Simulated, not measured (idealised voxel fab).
Process module heading - voxel double patterning
265 nm wide, 5 nm square cells: that's cross-section cut.
This document writes a cross-section as a grid whose cells are square, and gives it as bands, listed from the top down; one or more rows of cells form a band. A band entry consists of two parts. The first gives the height of the band's top and the height of its bottom, in nm. The rest lists the band's materials from left to right, each with its width in nm. A single material labelled with the word "throughout" fills the band from edge to edge, and the word "blank" marks empty space. Heads up on the height convention: 0 is the point under which the incoming wafer is all one material, and the lowest band has no bottom, it just keeps going down, like "0 and below". Width spec "30->40" -> top row of cells at first value, bottom row at second value, equal per-row change in between. A step reported as "no change occurred" is a step in which no cell of the cross-section changed. "Trapped cavities" contains a list of empty spaces, each no smaller than 8 cells and without an open way to the top, written in the form width x height at distance with the distance from the left edge and all three in nm. Read whatever lies past the settings on a step's line as the simulator's own remark about the step. On any step carrying a mask, the "overlay nm" setting, if present on the step's line, tells how far right of its planned place the mask lay; negative values point to the left.

# Set out below are the planned steps of the process
1,RECEIVE (material Si)
2,CONFORMAL_DEP (material SiO2; thk nm 5)
3,DIRECTIONAL_DEP (material polySi; thk nm 20)
4,DIRECTIONAL_DEP (material SiN; thk nm 5)
5,PATTERN (tone open; mask id FIRST; material resist; width nm 15; pitch nm 50; thk nm 15; overlay nm 0)
6,DIRECTIONAL_ETCH (etch materials SiN; depth nm 5)
7,STRIP (etch materials resist)
8,DIRECTIONAL_DEP (material aC; thk nm 10)
9,PATTERN (tone open; mask id SECOND; material resist; width nm 15; pitch nm 50; thk nm 30; overlay nm 0)
10,DIRECTIONAL_ETCH (etch materials aC; depth nm 10)
11,STRIP (etch materials resist)
12,DIRECTIONAL_ETCH (etch materials SiN; depth nm 5)
13,STRIP (etch materials aC)
14,DIRECTIONAL_ETCH (etch materials polySi; depth nm 20)
15,STRIP (etch materials SiN)

# So, the first of our two wafers, run just as we planned it

# as received, after step 1
> 0 and below = Si throughout
> Trapped cavities: none

# Sectional view: wafer, after step 2
> 5 down to 0 = SiO2 throughout
> below 0: unchanged

# Sectional view: wafer, after step 3
> 25 down to 5 = polySi throughout
> below 5: unchanged

# Sectional view: wafer, after step 4
> 30 down to 25 = SiN throughout
> below 25: unchanged

# Sectional view: wafer, after step 5
> 45 down to 30 = resist: 75 | blank: 15 | resist: 35 | blank: 15 | resist: 35 | blank: 15 | resist: 75
> below 30: unchanged

# Sectional view: wafer, after step 6
> 45 down to 30 = resist: 75 | blank: 15 | resist: 35 | blank: 15 | resist: 35 | blank: 15 | resist: 75
> 30 down to 25 = SiN: 75 | blank: 15 | SiN: 35 | blank: 15 | SiN: 35 | blank: 15 | SiN: 75
> below 25: unchanged

# Sectional view: wafer, after step 7
> 30 down to 25 = SiN: 75 | blank: 15 | SiN: 35 | blank: 15 | SiN: 35 | blank: 15 | SiN: 75
> below 25: unchanged

# Sectional view: wafer, after step 8
> 40 down to 35 = aC: 75 | blank: 15 | aC: 35 | blank: 15 | aC: 35 | blank: 15 | aC: 75
> 35 down to 30 = aC throughout
> 30 down to 25 = SiN: 75 | aC: 15 | SiN: 35 | aC: 15 | SiN: 35 | aC: 15 | SiN: 75
> below 25: unchanged

# Sectional view: wafer, after step 9
> 70 down to 40 = resist: 100 | blank: 15 | resist: 35 | blank: 15 | resist: 100
> 40 down to 35 = aC: 75 | resist: 15 | aC: 35 | resist: 15 | aC: 35 | resist: 15 | aC: 75
> below 35: unchanged

# Sectional view: wafer, after step 10
> 60 down to 40 = resist: 100 | blank: 15 | resist: 35 | blank: 15 | resist: 100
> 40 down to 35 = aC: 75 | resist: 15 | aC: 10 | blank: 15 | aC: 10 | resist: 15 | aC: 10 | blank: 15 | aC: 10 | resist: 15 | aC: 75
> 35 down to 30 = aC: 100 | blank: 15 | aC: 35 | blank: 15 | aC: 100
> below 30: unchanged

# Sectional view: wafer, after step 11
> 40 down to 35 = aC: 75 | blank: 15 | aC: 10 | blank: 15 | aC: 10 | blank: 15 | aC: 10 | blank: 15 | aC: 10 | blank: 15 | aC: 75
> below 35: unchanged

# Sectional view: wafer, after step 12
> 40 down to 35 = aC: 75 | blank: 15 | aC: 10 | blank: 15 | aC: 10 | blank: 15 | aC: 10 | blank: 15 | aC: 10 | blank: 15 | aC: 75
> 35 down to 30 = aC: 100 | blank: 15 | aC: 35 | blank: 15 | aC: 100
> 30 down to 25 = SiN: 75 | aC: 15 | SiN: 10 | blank: 15 | SiN: 10 | aC: 15 | SiN: 10 | blank: 15 | SiN: 10 | aC: 15 | SiN: 75
> below 25: unchanged

# Sectional view: wafer, after step 13
> 30 down to 25 = SiN: 75 | blank: 15 | SiN: 10 | blank: 15 | SiN: 10 | blank: 15 | SiN: 10 | blank: 15 | SiN: 10 | blank: 15 | SiN: 75
> below 25: unchanged

# Sectional view: wafer, after step 14
> 30 down to 25 = SiN: 75 | blank: 15 | SiN: 10 | blank: 15 | SiN: 10 | blank: 15 | SiN: 10 | blank: 15 | SiN: 10 | blank: 15 | SiN: 75
> 25 down to 5 = polySi: 75 | blank: 15 | polySi: 10 | blank: 15 | polySi: 10 | blank: 15 | polySi: 10 | blank: 15 | polySi: 10 | blank: 15 | polySi: 75
> below 5: unchanged

# Sectional view: wafer, after step 15
> 25 down to 5 = polySi: 75 | blank: 15 | polySi: 10 | blank: 15 | polySi: 10 | blank: 15 | polySi: 10 | blank: 15 | polySi: 10 | blank: 15 | polySi: 75
> below 5: unchanged

# The second wafer began exactly as the first did and followed the same plan, but one mistake was made while running it; through step 2 inclusive, the two wafers are identical

# Here is the second wafer in cross-section at the point where step 3 of the plan should have been done
> 15 down to 5 = polySi throughout
> below 5: unchanged

# Here is the second wafer in cross-section at the point where step 4 of the plan should have been done
> 20 down to 15 = SiN throughout
> below 15: unchanged

# Here is the second wafer in cross-section at the point where step 5 of the plan should have been done
> 35 down to 20 = resist: 75 | blank: 15 | resist: 35 | blank: 15 | resist: 35 | blank: 15 | resist: 75
> below 20: unchanged

# Here is the second wafer in cross-section at the point where step 6 of the plan should have been done
> 35 down to 20 = resist: 75 | blank: 15 | resist: 35 | blank: 15 | resist: 35 | blank: 15 | resist: 75
> 20 down to 15 = SiN: 75 | blank: 15 | SiN: 35 | blank: 15 | SiN: 35 | blank: 15 | SiN: 75
> below 15: unchanged

# Here is the second wafer in cross-section at the point where step 7 of the plan should have been done
> 20 down to 15 = SiN: 75 | blank: 15 | SiN: 35 | blank: 15 | SiN: 35 | blank: 15 | SiN: 75
> below 15: unchanged

# Here is the second wafer in cross-section at the point where step 8 of the plan should have been done
> 30 down to 25 = aC: 75 | blank: 15 | aC: 35 | blank: 15 | aC: 35 | blank: 15 | aC: 75
> 25 down to 20 = aC throughout
> 20 down to 15 = SiN: 75 | aC: 15 | SiN: 35 | aC: 15 | SiN: 35 | aC: 15 | SiN: 75
> below 15: unchanged

# Here is the second wafer in cross-section at the point where step 9 of the plan should have been done
> 60 down to 30 = resist: 100 | blank: 15 | resist: 35 | blank: 15 | resist: 100
> 30 down to 25 = aC: 75 | resist: 15 | aC: 35 | resist: 15 | aC: 35 | resist: 15 | aC: 75
> below 25: unchanged

# Here is the second wafer in cross-section at the point where step 10 of the plan should have been done
> 50 down to 30 = resist: 100 | blank: 15 | resist: 35 | blank: 15 | resist: 100
> 30 down to 25 = aC: 75 | resist: 15 | aC: 10 | blank: 15 | aC: 10 | resist: 15 | aC: 10 | blank: 15 | aC: 10 | resist: 15 | aC: 75
> 25 down to 20 = aC: 100 | blank: 15 | aC: 35 | blank: 15 | aC: 100
> below 20: unchanged

# Here is the second wafer in cross-section at the point where step 11 of the plan should have been done
> 30 down to 25 = aC: 75 | blank: 15 | aC: 10 | blank: 15 | aC: 10 | blank: 15 | aC: 10 | blank: 15 | aC: 10 | blank: 15 | aC: 75
> below 25: unchanged

# Here is the second wafer in cross-section at the point where step 12 of the plan should have been done
> 30 down to 25 = aC: 75 | blank: 15 | aC: 10 | blank: 15 | aC: 10 | blank: 15 | aC: 10 | blank: 15 | aC: 10 | blank: 15 | aC: 75
> 25 down to 20 = aC: 100 | blank: 15 | aC: 35 | blank: 15 | aC: 100
> 20 down to 15 = SiN: 75 | aC: 15 | SiN: 10 | blank: 15 | SiN: 10 | aC: 15 | SiN: 10 | blank: 15 | SiN: 10 | aC: 15 | SiN: 75
> below 15: unchanged

# Here is the second wafer in cross-section at the point where step 13 of the plan should have been done
> 20 down to 15 = SiN: 75 | blank: 15 | SiN: 10 | blank: 15 | SiN: 10 | blank: 15 | SiN: 10 | blank: 15 | SiN: 10 | blank: 15 | SiN: 75
> below 15: unchanged

# Here is the second wafer in cross-section at the point where step 14 of the plan should have been done
> 20 down to 15 = SiN: 75 | blank: 15 | SiN: 10 | blank: 15 | SiN: 10 | blank: 15 | SiN: 10 | blank: 15 | SiN: 10 | blank: 15 | SiN: 75
> 15 down to 5 = polySi: 75 | blank: 15 | polySi: 10 | blank: 15 | polySi: 10 | blank: 15 | polySi: 10 | blank: 15 | polySi: 10 | blank: 15 | polySi: 75
> below 5: unchanged

# Here is the second wafer in cross-section at the point where step 15 of the plan should have been done
> 15 down to 5 = polySi: 75 | blank: 15 | polySi: 10 | blank: 15 | polySi: 10 | blank: 15 | polySi: 10 | blank: 15 | polySi: 10 | blank: 15 | polySi: 75
> below 5: unchanged
What went wrong in running the wafer? for step 3, the planned setting was not used; the step was instead run as DIRECTIONAL_DEP (material polySi; thk nm 10)
Final difference in cells, second wafer against first, listed per material as more or fewer: polySi -76
